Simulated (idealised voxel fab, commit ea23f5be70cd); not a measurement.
You're looking at the process module voxel transistor to metal.
The width of the displayed cross-section, cut, is 205 nm; its cells are square, with a size of 5 nm.
In what follows, cross-sections appear as grids of square cells, described through bands that run from the top down, where every band is one or more rows of cells. Band entry format. Leading values: height of top, height of bottom, nm. Remainder: materials in left-to-right order, each with its width in nm. Special words: "all across" on a single material, which then fills the band edge to edge; "blank", empty space. We count height from 0. Below that, the starting wafer is all one material. The lowest band never ends at the bottom but goes on down; see "0 down" for how that is written. The width entry "30 to 40" should be interpreted row by row: the top row of cells in the band takes the first number, the bottom row takes the second number, and the change between adjacent rows is uniform throughout. "left unchanged" means the step left every cell of the cross-section as it was. Entry "Non-vented voids" = empty spaces >= 8 cells with no open way to the top; each as width x height at distance, distance from left edge, all nm. Anything after a step's settings on that line? It's the simulator's own note about the step. The optional step-line setting "overlay nm" applies to steps with a mask and quantifies how far to the right of its planned location the mask lay, a negative value indicating leftward placement. Guide to the pairs. Each holds a before and an after cross-section around one process step; the after cross-section is cut off at the lowest band that changed. Look under the pair for the step between them and its settings. Pairs can come from different runs of this module on the same starting wafer, so a pair follows on from the one above it only where its entry headed "Before the process" says it does.
-- Before the process
    0 down  Si all across
    Non-vented voids: none
-- Cut View, Post-Step
    0 to -5  SiO2 all across
    Under -5: no change, same as before.
    Non-vented voids: none
Between before and after, shown above: OXIDIZE (depth nm 5)
Before the process: the pre-step structure is the one depicted after the step in the pair just above.
-- Cut View, Post-Step
    10 to 0  SiN all across
    Under 0: no change, same as before.
    Non-vented voids: none
Between before and after, shown above: CONFORMAL_DEP (material SiN; thk nm 10)
Before the process: the pre-step structure is the one depicted after the step in the pair just above.
-- Cut View, Post-Step
    10 to 0  55 nm blank | 95 nm SiN | 55 nm blank
    Under 0: no change, same as before.
    Non-vented voids: none
Between before and after, shown above: MASKED_ETCH (tone cover; mask id ACTIVE; width nm 95; etch materials SiN; depth nm 10; overlay nm 0)
Before the process: the pre-step structure is the one depicted after the step in the pair just above.
-- Cut View, Post-Step
    10 to 0  55 nm blank | 95 nm SiN | 55 nm blank
    0 to -5  55 nm blank | 95 nm SiO2 | 55 nm blank
    Under -5: no change, same as before.
    Non-vented voids: none
Between before and after, shown above: MASKED_ETCH (tone cover; mask id ACTIVE; width nm 95; etch materials SiO2; depth nm 5; overlay nm 0)
Before the process: the pre-step structure is the one depicted after the step in the pair just above.
-- Cut View, Post-Step
    10 to 0  55 nm blank | 95 nm SiN | 55 nm blank
    0 to -5  55 nm blank | 95 nm SiO2 | 55 nm blank
    -5 to -35  55 nm blank | 95 nm Si | 55 nm blank
    Under -35: no change, same as before.
    Non-vented voids: none
Between before and after, shown above: MASKED_ETCH (tone cover; mask id ACTIVE; width nm 95; etch materials Si; depth nm 30; overlay nm 0)
Before the process: the pre-step structure is the one depicted after the step in the pair just above.
-- Cut View, Post-Step
    10 to 0  55 nm blank | 95 nm SiN | 55 nm blank
    0 to -5  55 nm blank | 95 nm SiO2 | 55 nm blank
    -5 to -35  55 nm blank | 5 nm SiO2 | 85 nm Si | 5 nm SiO2 | 55 nm blank
    -35 to -40  60 nm SiO2 | 85 nm Si | 60 nm SiO2
    Under -40: no change, same as before.
    Non-vented voids: none
Between before and after, shown above: OXIDIZE (depth nm 5)
Before the process: the pre-step structure is the one depicted after the step in the pair just above.
-- Cut View, Post-Step
    15 to 10  SiO2 all across
    10 to 0  55 nm SiO2 | 95 nm SiN | 55 nm SiO2
    0 to -5  SiO2 all across
    -5 to -40  60 nm SiO2 | 85 nm Si | 60 nm SiO2
    Under -40: no change, same as before.
    Non-vented voids: none
Between before and after, shown above: FILL_DEP (material SiO2; thk nm 5)
Before the process: the pre-step structure is the one depicted after the step in the pair just above.
-- Cut View, Post-Step
    10 to 0  55 nm SiO2 | 95 nm SiN | 55 nm SiO2
    Under 0: no change, same as before.
    Non-vented voids: none
Between before and after, shown above: CMP (height nm 10)
Before the process: the pre-step structure is the one depicted after the step in the pair just above.
-- Cut View, Post-Step
    10 to 5  55 nm blank | 95 nm SiN | 55 nm blank
    Under 5: no change, same as before.
    Non-vented voids: none
Between before and after, shown above: SELECTIVE_ETCH (etch materials SiO2; depth nm 5)
Before the process: the pre-step structure is the one depicted after the step in the pair just above.
-- Cut View, Post-Step
    5 to 0  55 nm SiO2 | 95 nm blank | 55 nm SiO2
    Under 0: no change, same as before.
    Non-vented voids: none
Between before and after, shown above: STRIP (etch materials SiN)
Before the process: the pre-step structure is the one depicted after the step in the pair just above.
-- Cut View, Post-Step
    0 to -5  50 nm SiO2 | 105 nm blank | 50 nm SiO2
    Under -5: no change, same as before.
    Non-vented voids: none
Between before and after, shown above: SELECTIVE_ETCH (etch materials SiO2; depth nm 5)
Before the process: the pre-step structure is the one depicted after the step in the pair just above.
-- Cut View, Post-Step
    0 to -5  50 nm SiO2 | 105 nm blank | 50 nm SiO2
    -5 to -10  SiO2 all across
    Under -10: no change, same as before.
    Non-vented voids: none
Between before and after, shown above: OXIDIZE (depth nm 5)
Before the process: the pre-step structure is the one depicted after the step in the pair just above.
-- Cut View, Post-Step
    20 to 15  50 nm polySi | 105 nm blank | 50 nm polySi
    15 to 0  polySi all across
    0 to -5  50 nm SiO2 | 105 nm polySi | 50 nm SiO2
    Under -5: no change, same as before.
    Non-vented voids: none
Between before and after, shown above: DIRECTIONAL_DEP (material polySi; thk nm 20)
Before the process: the pre-step structure is the one depicted after the step in the pair just above.
-- Cut View, Post-Step
    30 to 25  50 nm SiCN | 105 nm blank | 50 nm SiCN
    25 to 20  SiCN all across
    20 to 15  50 nm polySi | 105 nm SiCN | 50 nm polySi
    Under 15: no change, same as before.
    Non-vented voids: none
Between before and after, shown above: DIRECTIONAL_DEP (material SiCN; thk nm 10)
Before the process: the pre-step structure is the one depicted after the step in the pair just above.
-- Cut View, Post-Step
    25 to 20  90 nm blank | 25 nm SiCN | 90 nm blank
    20 to 15  50 nm polySi | 40 nm blank | 25 nm SiCN | 40 nm blank | 50 nm polySi
    Under 15: no change, same as before.
    Non-vented voids: none
Between before and after, shown above: MASKED_ETCH (tone cover; mask id GATE; width nm 25; etch materials SiCN; depth nm 20; overlay nm 0)
Before the process: the pre-step structure is the one depicted after the step in the pair just above.
-- Cut View, Post-Step
    25 to 15  90 nm blank | 25 nm SiCN | 90 nm blank
    15 to 0  90 nm blank | 25 nm polySi | 90 nm blank
    0 to -5  50 nm SiO2 | 40 nm blank | 25 nm polySi | 40 nm blank | 50 nm SiO2
    Under -5: no change, same as before.
    Non-vented voids: none
Between before and after, shown above: MASKED_ETCH (tone cover; mask id GATE; width nm 25; etch materials polySi; depth nm 30; overlay nm 0)
Before the process: the pre-step structure is the one depicted after the step in the pair just above.
-- Cut View, Post-Step
    30 to 25  85 nm blank | 35 nm SiO2 | 85 nm blank
    25 to 15  85 nm blank | 5 nm SiO2 | 25 nm SiCN | 5 nm SiO2 | 85 nm blank
    15 to 5  85 nm blank | 5 nm SiO2 | 25 nm polySi | 5 nm SiO2 | 85 nm blank
    5 to 0  55 nm SiO2 | 30 nm blank | 5 nm SiO2 | 25 nm polySi | 5 nm SiO2 | 30 nm blank | 55 nm SiO2
    0 to -5  90 nm SiO2 | 25 nm polySi | 90 nm SiO2
    Under -5: no change, same as before.
    Non-vented voids: none
Between before and after, shown above: CONFORMAL_DEP (material SiO2; thk nm 5)
Before the process: the pre-step structure is the one depicted after the step in the pair just above.
-- Cut View, Post-Step
    25 to 15  85 nm blank | 5 nm SiO2 | 25 nm SiCN | 5 nm SiO2 | 85 nm blank
    15 to 0  85 nm blank | 5 nm SiO2 | 25 nm polySi | 5 nm SiO2 | 85 nm blank
    0 to -5  55 nm SiO2 | 30 nm blank | 5 nm SiO2 | 25 nm polySi | 5 nm SiO2 | 30 nm blank | 55 nm SiO2
    Under -5: no change, same as before.
    Non-vented voids: none
Between before and after, shown above: DIRECTIONAL_ETCH (etch materials SiO2; depth nm 5)
Before the process: the pre-step structure is the one depicted after the step in the pair just above.
-- Cut View, Post-Step
    30 to 25  80 nm blank | 45 nm SiN | 80 nm blank
    25 to 15  80 nm blank | 5 nm SiN | 5 nm SiO2 | 25 nm SiCN | 5 nm SiO2 | 5 nm SiN | 80 nm blank
    15 to 5  80 nm blank | 5 nm SiN | 5 nm SiO2 | 25 nm polySi | 5 nm SiO2 | 5 nm SiN | 80 nm blank
    5 to 0  60 nm SiN | 20 nm blank | 5 nm SiN | 5 nm SiO2 | 25 nm polySi | 5 nm SiO2 | 5 nm SiN | 20 nm blank | 60 nm SiN
    0 to -5  55 nm SiO2 | 30 nm SiN | 5 nm SiO2 | 25 nm polySi | 5 nm SiO2 | 30 nm SiN | 55 nm SiO2
    Under -5: no change, same as before.
    Non-vented voids: none
Between before and after, shown above: CONFORMAL_DEP (material SiN; thk nm 5)
Before the process: the pre-step structure is the one depicted after the step in the pair just above.
-- Cut View, Post-Step
    25 to 15  80 nm blank | 5 nm SiN | 5 nm SiO2 | 25 nm SiCN | 5 nm SiO2 | 5 nm SiN | 80 nm blank
    15 to 0  80 nm blank | 5 nm SiN | 5 nm SiO2 | 25 nm polySi | 5 nm SiO2 | 5 nm SiN | 80 nm blank
    0 to -5  55 nm SiO2 | 5 nm SiN | 20 nm blank | 5 nm SiN | 5 nm SiO2 | 25 nm polySi | 5 nm SiO2 | 5 nm SiN | 20 nm blank | 5 nm SiN | 55 nm SiO2
    Under -5: no change, same as before.
    Non-vented voids: none
Between before and after, shown above: DIRECTIONAL_ETCH (etch materials SiN; depth nm 5)
Before the process: the pre-step structure is the one depicted after the step in the pair just above.
-- Cut View, Post-Step
    25 to 20  80 nm blank | 5 nm SiN | 5 nm blank | 25 nm SiCN | 5 nm blank | 5 nm SiN | 80 nm blank
    20 to 15  80 nm blank | 5 nm SiN | 5 nm SiO2 | 25 nm SiCN | 5 nm SiO2 | 5 nm SiN | 80 nm blank
    15 to 0  80 nm blank | 5 nm SiN | 5 nm SiO2 | 25 nm polySi | 5 nm SiO2 | 5 nm SiN | 80 nm blank
    0 to -5  55 nm blank | 5 nm SiN | 20 nm blank | 5 nm SiN | 5 nm SiO2 | 25 nm polySi | 5 nm SiO2 | 5 nm SiN | 20 nm blank | 5 nm SiN | 55 nm blank
    -5 to -10  60 nm SiO2 | 20 nm blank | 45 nm SiO2 | 20 nm blank | 60 nm SiO2
    Under -10: no change, same as before.
    Non-vented voids: none
Between before and after, shown above: DIRECTIONAL_ETCH (etch materials SiO2; depth nm 5)
Before the process: the pre-step structure is the one depicted after the step in the pair just above.
-- Cut View, Post-Step
    25 to 20  80 nm blank | 5 nm SiN | 5 nm blank | 25 nm SiCN | 5 nm blank | 5 nm SiN | 80 nm blank
    20 to 15  80 nm blank | 5 nm SiN | 5 nm SiO2 | 25 nm SiCN | 5 nm SiO2 | 5 nm SiN | 80 nm blank
    15 to 0  80 nm blank | 5 nm SiN | 5 nm SiO2 | 25 nm polySi | 5 nm SiO2 | 5 nm SiN | 80 nm blank
    0 to -5  55 nm blank | 5 nm SiN | 20 nm blank | 5 nm SiN | 5 nm SiO2 | 25 nm polySi | 5 nm SiO2 | 5 nm SiN | 20 nm blank | 5 nm SiN | 55 nm blank
    -5 to -10  60 nm SiO2 | 20 nm pSi | 45 nm SiO2 | 20 nm pSi | 60 nm SiO2
    Under -10: no change, same as before.
    Non-vented voids: none
Between before and after, shown above: EPI (material pSi; thk nm 5)
Before the process: the pre-step structure is the one depicted after the step in the pair just above.
-- Cut View, Post-Step
    35 to 25  SiO2 all across
    25 to 15  80 nm SiO2 | 5 nm SiN | 5 nm SiO2 | 25 nm SiCN | 5 nm SiO2 | 5 nm SiN | 80 nm SiO2
    15 to 0  80 nm SiO2 | 5 nm SiN | 5 nm SiO2 | 25 nm polySi | 5 nm SiO2 | 5 nm SiN | 80 nm SiO2
    0 to -5  55 nm SiO2 | 5 nm SiN | 20 nm SiO2 | 5 nm SiN | 5 nm SiO2 | 25 nm polySi | 5 nm SiO2 | 5 nm SiN | 20 nm SiO2 | 5 nm SiN | 55 nm SiO2
    Under -5: no change, same as before.
    Non-vented voids: none
Between before and after, shown above: FILL_DEP (material SiO2; thk nm 10)
Before the process: the pre-step structure is the one depicted after the step in the pair just above.
-- Cut View, Post-Step
    25 to 15  80 nm SiO2 | 5 nm SiN | 5 nm SiO2 | 25 nm SiCN | 5 nm SiO2 | 5 nm SiN | 80 nm SiO2
    Under 15: no change, same as before.
    Non-vented voids: none
Between before and after, shown above: CMP (height nm 25)
Before the process: the pre-step structure is the one depicted after the step in the pair just above.
-- Cut View, Post-Step
    35 to 25  SiO2 all across
    Under 25: no change, same as before.
    Non-vented voids: none
Between before and after, shown above: DIRECTIONAL_DEP (material SiO2; thk nm 10)
Before the process: the pre-step structure is the one depicted after the step in the pair just above.
-- Cut View, Post-Step
    50 to 35  aC all across
    Under 35: no change, same as before.
    Non-vented voids: none
Between before and after, shown above: DIRECTIONAL_DEP (material aC; thk nm 15)
Before the process: the pre-step structure is the one depicted after the step in the pair just above.
-- Cut View, Post-Step
    85 to 50  60 nm resist | 15 nm blank | 55 nm resist | 15 nm blank | 60 nm resist
    Under 50: no change, same as before.
    Non-vented voids: none
Between before and after, shown above: PATTERN (tone open; mask id CONTACT; material resist; width nm 15; pitch nm 70; thk nm 35; overlay nm 0)
Before the process: the pre-step structure is the one depicted after the step in the pair just above.
-- Cut View, Post-Step
    70 to 50  60 nm resist | 15 nm blank | 55 nm resist | 15 nm blank | 60 nm resist
    50 to 35  60 nm aC | 15 nm blank | 55 nm aC | 15 nm blank | 60 nm aC
    Under 35: no change, same as before.
    Non-vented voids: none
Between before and after, shown above: DIRECTIONAL_ETCH (etch materials aC; depth nm 15)
Before the process: the pre-step structure is the one depicted after the step in the pair just above.
-- Cut View, Post-Step
    50 to 35  60 nm aC | 15 nm blank | 55 nm aC | 15 nm blank | 60 nm aC
    Under 35: no change, same as before.
    Non-vented voids: none
Between before and after, shown above: STRIP (etch materials resist)
Before the process: the pre-step structure is the one depicted after the step in the pair just above.
-- Cut View, Post-Step
    50 to 35  60 nm aC | 15 nm blank | 55 nm aC | 15 nm blank | 60 nm aC
    35 to 25  60 nm SiO2 | 15 nm blank | 55 nm SiO2 | 15 nm blank | 60 nm SiO2
    25 to 15  60 nm SiO2 | 15 nm blank | 5 nm SiO2 | 5 nm SiN | 5 nm SiO2 | 25 nm SiCN | 5 nm SiO2 | 5 nm SiN | 5 nm SiO2 | 15 nm blank | 60 nm SiO2
    15 to 0  60 nm SiO2 | 15 nm blank | 5 nm SiO2 | 5 nm SiN | 5 nm SiO2 | 25 nm polySi | 5 nm SiO2 | 5 nm SiN | 5 nm SiO2 | 15 nm blank | 60 nm SiO2
    0 to -5  55 nm SiO2 | 5 nm SiN | 15 nm blank | 5 nm SiO2 | 5 nm SiN | 5 nm SiO2 | 25 nm polySi | 5 nm SiO2 | 5 nm SiN | 5 nm SiO2 | 15 nm blank | 5 nm SiN | 55 nm SiO2
    Under -5: no change, same as before.
    Non-vented voids: none
Between before and after, shown above: DIRECTIONAL_ETCH (etch materials SiO2; depth nm 40)
Before the process: the pre-step structure is the one depicted after the step in the pair just above.
-- Cut View, Post-Step
    35 to 25  60 nm SiO2 | 15 nm blank | 55 nm SiO2 | 15 nm blank | 60 nm SiO2
    Under 25: no change, same as before.
    Non-vented voids: none
Between before and after, shown above: STRIP (etch materials aC)
Before the process: the pre-step structure is the one depicted after the step in the pair just above.
-- Cut View, Post-Step
    40 to 35  65 nm TiN | 5 nm blank | 65 nm TiN | 5 nm blank | 65 nm TiN
    35 to 25  60 nm SiO2 | 5 nm TiN | 5 nm blank | 5 nm TiN | 55 nm SiO2 | 5 nm TiN | 5 nm blank | 5 nm TiN | 60 nm SiO2
    25 to 15  60 nm SiO2 | 5 nm TiN | 5 nm blank | 5 nm TiN | 5 nm SiO2 | 5 nm SiN | 5 nm SiO2 | 25 nm SiCN | 5 nm SiO2 | 5 nm SiN | 5 nm SiO2 | 5 nm TiN | 5 nm blank | 5 nm TiN | 60 nm SiO2
    15 to 0  60 nm SiO2 | 5 nm TiN | 5 nm blank | 5 nm TiN | 5 nm SiO2 | 5 nm SiN | 5 nm SiO2 | 25 nm polySi | 5 nm SiO2 | 5 nm SiN | 5 nm SiO2 | 5 nm TiN | 5 nm blank | 5 nm TiN | 60 nm SiO2
    0 to -5  55 nm SiO2 | 5 nm SiN | 15 nm TiN | 5 nm SiO2 | 5 nm SiN | 5 nm SiO2 | 25 nm polySi | 5 nm SiO2 | 5 nm SiN | 5 nm SiO2 | 15 nm TiN | 5 nm SiN | 55 nm SiO2
    Under -5: no change, same as before.
    Non-vented voids: none
Between before and after, shown above: CONFORMAL_DEP (material TiN; thk nm 5)
Before the process: the pre-step structure is the one depicted after the step in the pair just above.
-- Cut View, Post-Step
    50 to 40  W all across
    40 to 35  65 nm TiN | 5 nm W | 65 nm TiN | 5 nm W | 65 nm TiN
    35 to 25  60 nm SiO2 | 5 nm TiN | 5 nm W | 5 nm TiN | 55 nm SiO2 | 5 nm TiN | 5 nm W | 5 nm TiN | 60 nm SiO2
    25 to 15  60 nm SiO2 | 5 nm TiN | 5 nm W | 5 nm TiN | 5 nm SiO2 | 5 nm SiN | 5 nm SiO2 | 25 nm SiCN | 5 nm SiO2 | 5 nm SiN | 5 nm SiO2 | 5 nm TiN | 5 nm W | 5 nm TiN | 60 nm SiO2
    15 to 0  60 nm SiO2 | 5 nm TiN | 5 nm W | 5 nm TiN | 5 nm SiO2 | 5 nm SiN | 5 nm SiO2 | 25 nm polySi | 5 nm SiO2 | 5 nm SiN | 5 nm SiO2 | 5 nm TiN | 5 nm W | 5 nm TiN | 60 nm SiO2
    Under 0: no change, same as before.
    Non-vented voids: none
Between before and after, shown above: FILL_DEP (material W; thk nm 10)
Before the process: the pre-step structure is the one depicted after the step in the pair just above.
-- Cut View, Post-Step
    35 to 25  60 nm SiO2 | 5 nm TiN | 5 nm W | 5 nm TiN | 55 nm SiO2 | 5 nm TiN | 5 nm W | 5 nm TiN | 60 nm SiO2
    Under 25: no change, same as before.
    Non-vented voids: none
Between before and after, shown above: CMP (height nm 35)
Before the process: the pre-step structure is the one depicted after the step in the pair just above.
-- Cut View, Post-Step
    40 to 35  SiCN all across
    Under 35: no change, same as before.
    Non-vented voids: none
Between before and after, shown above: CONFORMAL_DEP (material SiCN; thk nm 5)
Before the process: the pre-step structure is the one depicted after the step in the pair just above.
-- Cut View, Post-Step
    60 to 40  lowk all across
    Under 40: no change, same as before.
    Non-vented voids: none
Between before and after, shown above: DIRECTIONAL_DEP (material lowk; thk nm 20)
Before the process: the pre-step structure is the one depicted after the step in the pair just above.
-- Cut View, Post-Step
    60 to 40  60 nm lowk | 15 nm blank | 55 nm lowk | 15 nm blank | 60 nm lowk
    Under 40: no change, same as before.
    Non-vented voids: none
Between before and after, shown above: MASKED_ETCH (tone open; mask id METAL_1; width nm 15; pitch nm 70; etch materials lowk; depth nm 20; overlay nm 0)
Before the process: the pre-step structure is the one depicted after the step in the pair just above.
-- Cut View, Post-Step
    60 to 40  60 nm lowk | 15 nm blank | 55 nm lowk | 15 nm blank | 60 nm lowk
    40 to 35  60 nm SiCN | 15 nm blank | 55 nm SiCN | 15 nm blank | 60 nm SiCN
    Under 35: no change, same as before.
    Non-vented voids: none
Between before and after, shown above: MASKED_ETCH (tone open; mask id METAL_1; width nm 15; pitch nm 70; etch materials SiCN; depth nm 5; overlay nm 0)
Before the process: the pre-step structure is the one depicted after the step in the pair just above.
-- Cut View, Post-Step
    65 to 60  65 nm TiN | 5 nm blank | 65 nm TiN | 5 nm blank | 65 nm TiN
    60 to 40  60 nm lowk | 5 nm TiN | 5 nm blank | 5 nm TiN | 55 nm lowk | 5 nm TiN | 5 nm blank | 5 nm TiN | 60 nm lowk
    40 to 35  60 nm SiCN | 15 nm TiN | 55 nm SiCN | 15 nm TiN | 60 nm SiCN
    Under 35: no change, same as before.
    Non-vented voids: none
Between before and after, shown above: CONFORMAL_DEP (material TiN; thk nm 5)
Before the process: the pre-step structure is the one depicted after the step in the pair just above.
-- Cut View, Post-Step
    75 to 65  Cu all across
    65 to 60  65 nm TiN | 5 nm Cu | 65 nm TiN | 5 nm Cu | 65 nm TiN
    60 to 40  60 nm lowk | 5 nm TiN | 5 nm Cu | 5 nm TiN | 55 nm lowk | 5 nm TiN | 5 nm Cu | 5 nm TiN | 60 nm lowk
    Under 40: no change, same as before.
    Non-vented voids: none
Between before and after, shown above: FILL_DEP (material Cu; thk nm 10)
Before the process: the pre-step structure is the one depicted after the step in the pair just above.
-- Cut View, Post-Step
    60 to 40  60 nm lowk | 5 nm TiN | 5 nm Cu | 5 nm TiN | 55 nm lowk | 5 nm TiN | 5 nm Cu | 5 nm TiN | 60 nm lowk
    Under 40: no change, same as before.
    Non-vented voids: none
Between before and after, shown above: CMP (height nm 60)
Before the process: the pre-step structure is the one depicted after the step in the pair just above.
-- Cut View, Post-Step
    65 to 60  SiN all across
    Under 60: no change, same as before.
    Non-vented voids: none
Between before and after, shown above: CONFORMAL_DEP (material SiN; thk nm 5)
-- Before the process
    25 to 15  85 nm blank | 5 nm SiO2 | 25 nm SiCN | 5 nm SiO2 | 85 nm blank
    15 to 0  85 nm blank | 5 nm SiO2 | 25 nm polySi | 5 nm SiO2 | 85 nm blank
    0 to -5  55 nm SiO2 | 30 nm blank | 5 nm SiO2 | 25 nm polySi | 5 nm SiO2 | 30 nm blank | 55 nm SiO2
    -5 to -10  SiO2 all across
    -10 to -40  60 nm SiO2 | 85 nm Si | 60 nm SiO2
    -40 down  Si all across
    Non-vented voids: none
-- Cut View, Post-Step
    25 to 20  90 nm blank | 25 nm SiCN | 90 nm blank
    20 to 15  85 nm blank | 5 nm SiO2 | 25 nm SiCN | 5 nm SiO2 | 85 nm blank
    15 to -5  85 nm blank | 5 nm SiO2 | 25 nm polySi | 5 nm SiO2 | 85 nm blank
    -5 to -10  55 nm SiO2 | 30 nm blank | 35 nm SiO2 | 30 nm blank | 55 nm SiO2
    Under -10: no change, same as before.
    Non-vented voids: none
Between before and after, shown above: DIRECTIONAL_ETCH (etch materials SiO2; depth nm 5)
Before the process: the pre-step structure is the one depicted after the step in the pair just above.
-- Cut View, Post-Step
    25 to 20  90 nm blank | 25 nm SiCN | 90 nm blank
    20 to 15  85 nm blank | 5 nm SiO2 | 25 nm SiCN | 5 nm SiO2 | 85 nm blank
    15 to -5  85 nm blank | 5 nm SiO2 | 25 nm polySi | 5 nm SiO2 | 85 nm blank
    -5 to -10  55 nm SiO2 | 30 nm pSi | 35 nm SiO2 | 30 nm pSi | 55 nm SiO2
    Under -10: no change, same as before.
    Non-vented voids: none
Between before and after, shown above: EPI (material pSi; thk nm 5)
Before the process: the pre-step structure is the one depicted after the step in the pair just above.
-- Cut View, Post-Step
    35 to 25  SiO2 all across
    25 to 15  90 nm SiO2 | 25 nm SiCN | 90 nm SiO2
    15 to -5  90 nm SiO2 | 25 nm polySi | 90 nm SiO2
    Under -5: no change, same as before.
    Non-vented voids: none
Between before and after, shown above: FILL_DEP (material SiO2; thk nm 10)
Before the process: the pre-step structure is the one depicted after the step in the pair just above.
-- Cut View, Post-Step
    25 to 15  90 nm SiO2 | 25 nm SiCN | 90 nm SiO2
    Under 15: no change, same as before.
    Non-vented voids: none
Between before and after, shown above: CMP (height nm 25)
Before the process: the pre-step structure is the one depicted after the step in the pair just above.
-- Cut View, Post-Step
    35 to 25  SiO2 all across
    Under 25: no change, same as before.
    Non-vented voids: none
Between before and after, shown above: DIRECTIONAL_DEP (material SiO2; thk nm 10)
Before the process: the pre-step structure is the one depicted after the step in the pair just above.
-- Cut View, Post-Step
    50 to 35  aC all across
    Under 35: no change, same as before.
    Non-vented voids: none
Between before and after, shown above: DIRECTIONAL_DEP (material aC; thk nm 15)
Before the process: the pre-step structure is the one depicted after the step in the pair just above.
-- Cut View, Post-Step
    85 to 50  60 nm resist | 15 nm blank | 55 nm resist | 15 nm blank | 60 nm resist
    Under 50: no change, same as before.
    Non-vented voids: none
Between before and after, shown above: PATTERN (tone open; mask id CONTACT; material resist; width nm 15; pitch nm 70; thk nm 35; overlay nm 0)
Before the process: the pre-step structure is the one depicted after the step in the pair just above.
-- Cut View, Post-Step
    70 to 50  60 nm resist | 15 nm blank | 55 nm resist | 15 nm blank | 60 nm resist
    50 to 35  60 nm aC | 15 nm blank | 55 nm aC | 15 nm blank | 60 nm aC
    Under 35: no change, same as before.
    Non-vented voids: none
Between before and after, shown above: DIRECTIONAL_ETCH (etch materials aC; depth nm 15)
Before the process: the pre-step structure is the one depicted after the step in the pair just above.
-- Cut View, Post-Step
    50 to 35  60 nm aC | 15 nm blank | 55 nm aC | 15 nm blank | 60 nm aC
    Under 35: no change, same as before.
    Non-vented voids: none
Between before and after, shown above: STRIP (etch materials resist)
Before the process: the pre-step structure is the one depicted after the step in the pair just above.
-- Cut View, Post-Step
    50 to 35  60 nm aC | 15 nm blank | 55 nm aC | 15 nm blank | 60 nm aC
    35 to 25  60 nm SiO2 | 15 nm blank | 55 nm SiO2 | 15 nm blank | 60 nm SiO2
    25 to 15  60 nm SiO2 | 15 nm blank | 15 nm SiO2 | 25 nm SiCN | 15 nm SiO2 | 15 nm blank | 60 nm SiO2
    15 to -5  60 nm SiO2 | 15 nm blank | 15 nm SiO2 | 25 nm polySi | 15 nm SiO2 | 15 nm blank | 60 nm SiO2
    Under -5: no change, same as before.
    Non-vented voids: none
Between before and after, shown above: DIRECTIONAL_ETCH (etch materials SiO2; depth nm 40)
Before the process: the pre-step structure is the one depicted after the step in the pair just above.
-- Cut View, Post-Step
    35 to 25  60 nm SiO2 | 15 nm blank | 55 nm SiO2 | 15 nm blank | 60 nm SiO2
    Under 25: no change, same as before.
    Non-vented voids: none
Between before and after, shown above: STRIP (etch materials aC)
Before the process: the pre-step structure is the one depicted after the step in the pair just above.
-- Cut View, Post-Step
    40 to 35  65 nm TiN | 5 nm blank | 65 nm TiN | 5 nm blank | 65 nm TiN
    35 to 25  60 nm SiO2 | 5 nm TiN | 5 nm blank | 5 nm TiN | 55 nm SiO2 | 5 nm TiN | 5 nm blank | 5 nm TiN | 60 nm SiO2
    25 to 15  60 nm SiO2 | 5 nm TiN | 5 nm blank | 5 nm TiN | 15 nm SiO2 | 25 nm SiCN | 15 nm SiO2 | 5 nm TiN | 5 nm blank | 5 nm TiN | 60 nm SiO2
    15 to 0  60 nm SiO2 | 5 nm TiN | 5 nm blank | 5 nm TiN | 15 nm SiO2 | 25 nm polySi | 15 nm SiO2 | 5 nm TiN | 5 nm blank | 5 nm TiN | 60 nm SiO2
    0 to -5  60 nm SiO2 | 15 nm TiN | 15 nm SiO2 | 25 nm polySi | 15 nm SiO2 | 15 nm TiN | 60 nm SiO2
    Under -5: no change, same as before.
    Non-vented voids: none
Between before and after, shown above: CONFORMAL_DEP (material TiN; thk nm 5)
Before the process: the pre-step structure is the one depicted after the step in the pair just above.
-- Cut View, Post-Step
    50 to 40  W all across
    40 to 35  65 nm TiN | 5 nm W | 65 nm TiN | 5 nm W | 65 nm TiN
    35 to 25  60 nm SiO2 | 5 nm TiN | 5 nm W | 5 nm TiN | 55 nm SiO2 | 5 nm TiN | 5 nm W | 5 nm TiN | 60 nm SiO2
    25 to 15  60 nm SiO2 | 5 nm TiN | 5 nm W | 5 nm TiN | 15 nm SiO2 | 25 nm SiCN | 15 nm SiO2 | 5 nm TiN | 5 nm W | 5 nm TiN | 60 nm SiO2
    15 to 0  60 nm SiO2 | 5 nm TiN | 5 nm W | 5 nm TiN | 15 nm SiO2 | 25 nm polySi | 15 nm SiO2 | 5 nm TiN | 5 nm W | 5 nm TiN | 60 nm SiO2
    Under 0: no change, same as before.
    Non-vented voids: none
Between before and after, shown above: FILL_DEP (material W; thk nm 10)
Before the process: the pre-step structure is the one depicted after the step in the pair just above.
-- Cut View, Post-Step
    35 to 25  60 nm SiO2 | 5 nm TiN | 5 nm W | 5 nm TiN | 55 nm SiO2 | 5 nm TiN | 5 nm W | 5 nm TiN | 60 nm SiO2
    Under 25: no change, same as before.
    Non-vented voids: none
Between before and after, shown above: CMP (height nm 35)
Before the process: the pre-step structure is the one depicted after the step in the pair just above.
-- Cut View, Post-Step
    40 to 35  SiCN all across
    Under 35: no change, same as before.
    Non-vented voids: none
Between before and after, shown above: CONFORMAL_DEP (material SiCN; thk nm 5)
Before the process: the pre-step structure is the one depicted after the step in the pair just above.
-- Cut View, Post-Step
    60 to 40  lowk all across
    Under 40: no change, same as before.
    Non-vented voids: none
Between before and after, shown above: DIRECTIONAL_DEP (material lowk; thk nm 20)
Before the process: the pre-step structure is the one depicted after the step in the pair just above.
-- Cut View, Post-Step
    60 to 40  60 nm lowk | 15 nm blank | 55 nm lowk | 15 nm blank | 60 nm lowk
    Under 40: no change, same as before.
    Non-vented voids: none
Between before and after, shown above: MASKED_ETCH (tone open; mask id METAL_1; width nm 15; pitch nm 70; etch materials lowk; depth nm 20; overlay nm 0)
Before the process: the pre-step structure is the one depicted after the step in the pair just above.
-- Cut View, Post-Step
    60 to 40  60 nm lowk | 15 nm blank | 55 nm lowk | 15 nm blank | 60 nm lowk
    40 to 35  60 nm SiCN | 15 nm blank | 55 nm SiCN | 15 nm blank | 60 nm SiCN
    Under 35: no change, same as before.
    Non-vented voids: none
Between before and after, shown above: MASKED_ETCH (tone open; mask id METAL_1; width nm 15; pitch nm 70; etch materials SiCN; depth nm 5; overlay nm 0)
Before the process: the pre-step structure is the one depicted after the step in the pair just above.
-- Cut View, Post-Step
    65 to 60  65 nm TiN | 5 nm blank | 65 nm TiN | 5 nm blank | 65 nm TiN
    60 to 40  60 nm lowk | 5 nm TiN | 5 nm blank | 5 nm TiN | 55 nm lowk | 5 nm TiN | 5 nm blank | 5 nm TiN | 60 nm lowk
    40 to 35  60 nm SiCN | 15 nm TiN | 55 nm SiCN | 15 nm TiN | 60 nm SiCN
    Under 35: no change, same as before.
    Non-vented voids: none
Between before and after, shown above: CONFORMAL_DEP (material TiN; thk nm 5)
